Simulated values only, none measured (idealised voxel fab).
Process module heading - voxel local oxidation
cross-section cut | 170 nm wide | cells 5 nm
If you're reading a cross-section in this doc, picture square cells in a grid; it comes to you as bands, top ones listed first down to the bottom, and a band can be one or more rows of cells.
In this notation a band is specified by the heights of its top and bottom, in that order and in nm, after which its materials appear from left to right, each paired with its width in nm. The word "all across" attached to a single material means that material fills the band from edge to edge; the word "air" stands for empty space.
Counting heights begins at 0, where everything beneath is, in the wafer as received, one material. The lowest band has no bottom; it goes on downwards, as "z 0 and below" shows.
Note: "30->40" means the width goes from the first number (top row of the band) to the second number (bottom row) in equal steps per row of cells.
The designation "nothing was modified", where it is given for a processing step, indicates that no cell of the cross-section was altered in the course of that step.
The list in "Sealed void list" covers empty spaces of 8 cells or more that cannot reach the top through any open way, and it gives each as width x height at distance; the distance is from the left edge, and width, height and distance are in nm.
Whatever follows a step's settings on its line is a remark the simulator itself makes about that step.
overlay nm: for a step with a mask, the amount by which the mask lay right of where it was planned; a negative amount means left of it.

### Below is the list of planned process steps
- 1: RECEIVE, material Si
- 2: OXIDIZE, depth nm 5
- 3: CONFORMAL_DEP, material SiN, thk nm 10
- 4: MASKED_ETCH, tone cover, mask id ACTIVE, width nm 100, etch materials SiN, depth nm 10, overlay nm 0
- 5: SELECTIVE_ETCH, etch materials SiO2, depth nm 5
- 6: OXIDIZE, depth nm 10
- 7: STRIP, etch materials SiN

### first wafer, as planned

### Delivered wafer in cross-section: state after step 1
    z 0 and below: Si all across
    Sealed void list: none

### After step 2, in cross-section
    z 0 to -5: SiO2 all across
    Everything below -5 is unchanged.

### After step 3, in cross-section
    z 10 to 0: SiN all across
    Everything below 0 is unchanged.

### After step 4, in cross-section
    z 10 to 0: 35 nm air; 100 nm SiN; 35 nm air
    Everything below 0 is unchanged.

### After step 5, in cross-section
    z 10 to 0: 35 nm air; 100 nm SiN; 35 nm air
    z 0 to -5: 40 nm air; 90 nm SiO2; 40 nm air
    Everything below -5 is unchanged.

### After step 6, in cross-section
    z 10 to 0: 35 nm air; 100 nm SiN; 35 nm air
    z 0 to -5: 40 nm air; 90 nm SiO2; 40 nm air
    z -5 to -15: 50 nm SiO2; 70 nm Si; 50 nm SiO2
    Everything below -15 is unchanged.

### After step 7, in cross-section
    z 0 to -5: 40 nm air; 90 nm SiO2; 40 nm air
    Everything below -5 is unchanged.

### The second wafer: identical to the first at the outset and in its planned sequence, differing only in that one mistake was made during processing; up to and including step 6, its path is the first wafer's path

### The second wafer cut through, at the time step 7 was supposed to be finished
    z 0 to -5: 40 nm air; 90 nm SiO2; 40 nm air
    Everything below -5 is unchanged.
What went wrong in running the wafer? plan step 7 was conducted twice
The two wafers finish with the same cross-section, and therefore the mistake leaves the computed outcome of this model unchanged.
